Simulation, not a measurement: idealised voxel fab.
The process module presented herein is designated voxel ribs on slabs.
FYI the section here is cut, 295 nm wide, cells are 5 nm squares.
For the purposes of this document, a cross-section shall be understood as a grid of square cells, specified as bands listed in top-to-bottom order, each band consisting of one or more rows of cells.
In this notation a band is specified by the heights of its top and bottom, in that order and in nm, after which its materials appear from left to right, each paired with its width in nm. The word "all across" attached to a single material means that material fills the band from edge to edge; the word "blank" stands for empty space.
Heights are expressed relative to 0, this being the level below which the as-received wafer comprises one material exclusively. The lowest band is unbounded in the downward direction and is denoted as in "0 down".
A width such as "30 to 40" changes by the same amount from each row of cells to the next, from the band's top row to its bottom row.
Given "no alteration" for a step, no cell of the cross-section differs between before and after that step.
Empty spaces without an open route to the top, at least 8 cells in extent, make up the entry "Closed empty spaces"; each is given as width x height at distance, where the distance is measured from the left edge, and all are in nm.
Past the settings on a step's line: simulator remark, on that step.
overlay nm: mask offset rightward from planned place, masked step; negative means leftward offset.
## Planned step list for the process
1 RECEIVE, material Si
2 DIRECTIONAL_DEP, material SiO2, thk nm 20
3 DIRECTIONAL_DEP, material SiN, thk nm 25
4 MASKED_ETCH, tone cover, mask id RIB, width nm 30, etch materials SiN, depth nm 5, overlay nm 0
5 PATTERN, tone cover, mask id SLAB, material resist, width nm 60, thk nm 20, overlay nm 0
6 DIRECTIONAL_ETCH, etch materials SiN, depth nm 20
7 STRIP, etch materials resist
8 FILL_DEP, material SiO2, thk nm 25
9 CMP, height nm 65
10 DIRECTIONAL_DEP, material W, thk nm 5
11 DIRECTIONAL_DEP, material aC, thk nm 10
12 PATTERN, tone cover, mask id HEATER, material resist, width nm 30, thk nm 30, overlay nm 0
13 DIRECTIONAL_ETCH, etch materials aC, depth nm 10
14 STRIP, etch materials resist
15 DIRECTIONAL_ETCH, etch materials W, depth nm 5
16 STRIP, etch materials aC
17 CONFORMAL_DEP, material SiO2, thk nm 5
Wafer-to-wafer difference: width nm, step 12. Common start. Plan = first wafer's value.
## Received wafers, first of several: cross-section after step 1
	0 down  Si all across
	Closed empty spaces: none
## Gained (+) or lost (-) cells of each material since receipt, then closed voids: one row per wafer, at the end of the module
width nm 30; +54 SiN; +774 SiO2; +6 W; Closed empty spaces: none
width nm 35; +54 SiN; +774 SiO2; +7 W; Closed empty spaces: none
width nm 40; +54 SiN; +774 SiO2; +8 W; Closed empty spaces: none
width nm 45; +54 SiN; +774 SiO2; +9 W; Closed empty spaces: none
width nm 50; +54 SiN; +774 SiO2; +10 W; Closed empty spaces: none
width nm 55; +54 SiN; +774 SiO2; +11 W; Closed empty spaces: none
